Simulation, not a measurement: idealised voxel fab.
Module name: voxel self aligned contacts (process module)
The width of the displayed cross-section, cut, is 215 nm; its cells are square, with a size of 5 nm.
In what follows, cross-sections appear as grids of square cells, described through bands that run from the top down, where every band is one or more rows of cells. Heights first: top, then bottom, in nm. Then materials, left to right, each with a width in nm. "full width" on a single material: fills the band edge to edge. "blank": empty space. Beneath 0, the wafer as received is one material, and that level is where height counting begins. The lowest band goes on downward without a bottom; it is written like "0 nm and below". Note: "30->40" means the width goes from the first number (top row of the band) to the second number (bottom row) in equal steps per row of cells. It should be understood that the words "left unchanged", when stated for a given step, signify that the cross-section underwent no change in any of its cells during that step. Enclosed voids (no open way to top), threshold 8 cells or more, entry "Closed void register", notation width x height at distance, distance from left edge, nm. Past the settings on a step's line: simulator remark, on that step. "overlay nm" on a masked step: distance the mask lay right of its planned place, negative for left.
Process steps (planned)
1,RECEIVE [material Si]
2,CONFORMAL_DEP [material SiO2] [thk nm 5]
3,DIRECTIONAL_DEP [material polySi] [thk nm 20]
4,DIRECTIONAL_DEP [material SiN] [thk nm 25]
5,PATTERN [tone cover] [mask id GATE] [material resist] [width nm 25] [pitch nm 60] [thk nm 15] [overlay nm 0]
6,DIRECTIONAL_ETCH [etch materials SiN] [depth nm 25]
7,DIRECTIONAL_ETCH [etch materials polySi] [depth nm 20]
8,STRIP [etch materials resist]
9,CONFORMAL_DEP [material SiN] [thk nm 10]
10,DIRECTIONAL_ETCH [etch materials SiN] [depth nm 10]
11,FILL_DEP [material SiO2] [thk nm 15]
12,CMP [height nm 60]
13,DIRECTIONAL_DEP [material aC] [thk nm 15]
14,PATTERN [tone open] [mask id CONTACT] [material resist] [width nm 45] [pitch nm 60] [thk nm 30] [overlay nm 0]
15,DIRECTIONAL_ETCH [etch materials aC] [depth nm 15]
16,STRIP [etch materials resist]
17,DIRECTIONAL_ETCH [etch materials SiO2] [depth nm 60]
18,STRIP [etch materials aC]
19,CONFORMAL_DEP [material TiN] [thk nm 5]
20,FILL_DEP [material W] [thk nm 5]
21,CMP [height nm 60]
22,CONFORMAL_DEP [material SiCN] [thk nm 5]
Cross-section of the wafer as it came to us, i.e., already through step 1
0 nm and below  Si full width
Closed void register: none
Run as planned - first of the two wafers cross-sectioned at the end of the module
65 nm to 60 nm  SiCN full width
60 nm to 50 nm  SiO2: 55, then TiN: 5->20, then W: 35->5, then TiN: 5->20, then SiO2: 15, then TiN: 5->20, then W: 35->5, then TiN: 5->20, then SiO2: 55
50 nm to 25 nm  SiO2: 25, then SiN: 45, then TiN: 5, then W: 5, then TiN: 5, then SiN: 45, then TiN: 5, then W: 5, then TiN: 5, then SiN: 45, then SiO2: 25
25 nm to 5 nm  SiO2: 25, then SiN: 10, then polySi: 25, then SiN: 10, then TiN: 5, then W: 5, then TiN: 5, then SiN: 10, then polySi: 25, then SiN: 10, then TiN: 5, then W: 5, then TiN: 5, then SiN: 10, then polySi: 25, then SiN: 10, then SiO2: 25
5 nm to 0 nm  SiO2: 70, then TiN: 15, then SiO2: 45, then TiN: 15, then SiO2: 70
0 nm and below  Si full width
Closed void register: none
End of module, second wafer, cross-section. Started like the first, planned like the first, run with one mistake
65 nm to 60 nm  SiCN full width
60 nm to 50 nm  SiO2: 50, then TiN: 5->25, then W: 35->5, then TiN: 5->15, then SiO2: 15, then TiN: 5->25, then W: 35->5, then TiN: 5->15, then SiO2: 60
50 nm to 25 nm  SiO2: 25, then SiN: 45, then TiN: 5, then W: 5, then TiN: 5, then SiN: 45, then TiN: 5, then W: 5, then TiN: 5, then SiN: 45, then SiO2: 25
25 nm to 5 nm  SiO2: 25, then SiN: 10, then polySi: 25, then SiN: 10, then TiN: 5, then W: 5, then TiN: 5, then SiN: 10, then polySi: 25, then SiN: 10, then TiN: 5, then W: 5, then TiN: 5, then SiN: 10, then polySi: 25, then SiN: 10, then SiO2: 25
5 nm to 0 nm  SiO2: 70, then TiN: 15, then SiO2: 45, then TiN: 15, then SiO2: 70
0 nm and below  Si full width
Closed void register: none
What was the processing mistake? for step 14, the planned setting was not used; the step was instead run as PATTERN [tone open] [mask id CONTACT] [material resist] [width nm 45] [pitch nm 60] [thk nm 30] [overlay nm -5]
When the process is done, the second wafer contains the same cell count of every material as the first wafer, but distributed over other locations.
